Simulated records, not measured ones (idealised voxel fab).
Module name: voxel quadruple lines (process module)
Each square cell in cross-section cut measures 5 nm, and the section as a whole is 290 nm wide.
Notation: cross-section as square-cell grid; stated in bands, top first, going down; one or more cell rows per band. Top height, bottom height, nm. Materials left to right, width each, nm. Single material + "everywhere" = fills band edge to edge. "empty" = empty. Convention: height 0 is the level below which the wafer, as received, is all one material. The lowest band does not terminate at the bottom but continues downward, represented as "z 0 and below". The two numbers in a width such as "30..40" mark its ends across the band: the first belongs to the top row of cells, the second to the bottom row, and from each row to the next the width moves by the same amount. "no change" -> step changed no cross-section cell. You'll see "Sealed internal cavities" listing empty spaces that have no way open to the top, as long as they're 8 cells or more; the notation is width x height at distance, where the distance is from the left edge, and all of it is in nm. Heads up: the bit after the settings on a step's line is the simulator's remark on that step. For masked steps, "overlay nm" on the step line gives how far right of plan the mask actually lay; a minus sign means it lay to the left.
[Below is the list of planned process steps]
- 1: RECEIVE | material Si
- 2: CONFORMAL_DEP | material SiO2 | thk nm 10
- 3: DIRECTIONAL_DEP | material Ru | thk nm 10
- 4: DIRECTIONAL_DEP | material polySi | thk nm 15
- 5: DIRECTIONAL_DEP | material aC | thk nm 20
- 6: PATTERN | tone cover | mask id MANDREL | material resist | width nm 15 | thk nm 25 | overlay nm 0
- 7: DIRECTIONAL_ETCH | etch materials aC | depth nm 20
- 8: STRIP | etch materials resist
- 9: CONFORMAL_DEP | material SiO2 | thk nm 10
- 10: DIRECTIONAL_ETCH | etch materials SiO2 | depth nm 10
- 11: STRIP | etch materials aC
- 12: DIRECTIONAL_ETCH | etch materials polySi | depth nm 15
- 13: STRIP | etch materials SiO2
- 14: CONFORMAL_DEP | material SiCN | thk nm 5
- 15: DIRECTIONAL_ETCH | etch materials SiCN | depth nm 5
- 16: STRIP | etch materials polySi
- 17: DIRECTIONAL_ETCH | etch materials Ru | depth nm 10
- 18: STRIP | etch materials SiCN
- 19: FILL_DEP | material SiO2 | thk nm 10
- 20: CMP | height nm 20
The plan shows the width nm of step 6 as the first wafer had it; this setting differs between the wafers, which start out alike.
[first wafer as received, after step 1]
> z 0 and below  Si everywhere
> Sealed internal cavities: none
[The first of several wafers, seen in cross-section after the module's last step, step 20]
> z 20 to 10  SiO2 125 nm / Ru 5 nm / SiO2 10 nm / Ru 5 nm / SiO2 5 nm / Ru 5 nm / SiO2 10 nm / Ru 5 nm / SiO2 120 nm
> z 10 to 0  SiO2 everywhere
> z 0 and below  Si everywhere
> Sealed internal cavities: none
[Of the several wafers, the last: cross-section at the end of the module]
> z 20 to 10  SiO2 115 nm / Ru 5 nm / SiO2 10 nm / Ru 5 nm / SiO2 25 nm / Ru 5 nm / SiO2 10 nm / Ru 5 nm / SiO2 110 nm
> z 10 to 0  SiO2 everywhere
> z 0 and below  Si everywhere
> Sealed internal cavities: none
[Gained (+) or lost (-) cells of each material since receipt, then closed voids: one row per wafer, at the end of the module]
width nm 15 | +8 Ru | +224 SiO2 | Sealed internal cavities: none
width nm 20 | +8 Ru | +224 SiO2 | Sealed internal cavities: none
width nm 25 | +8 Ru | +224 SiO2 | Sealed internal cavities: none
width nm 30 | +8 Ru | +224 SiO2 | Sealed internal cavities: none
width nm 35 | +8 Ru | +224 SiO2 | Sealed internal cavities: none
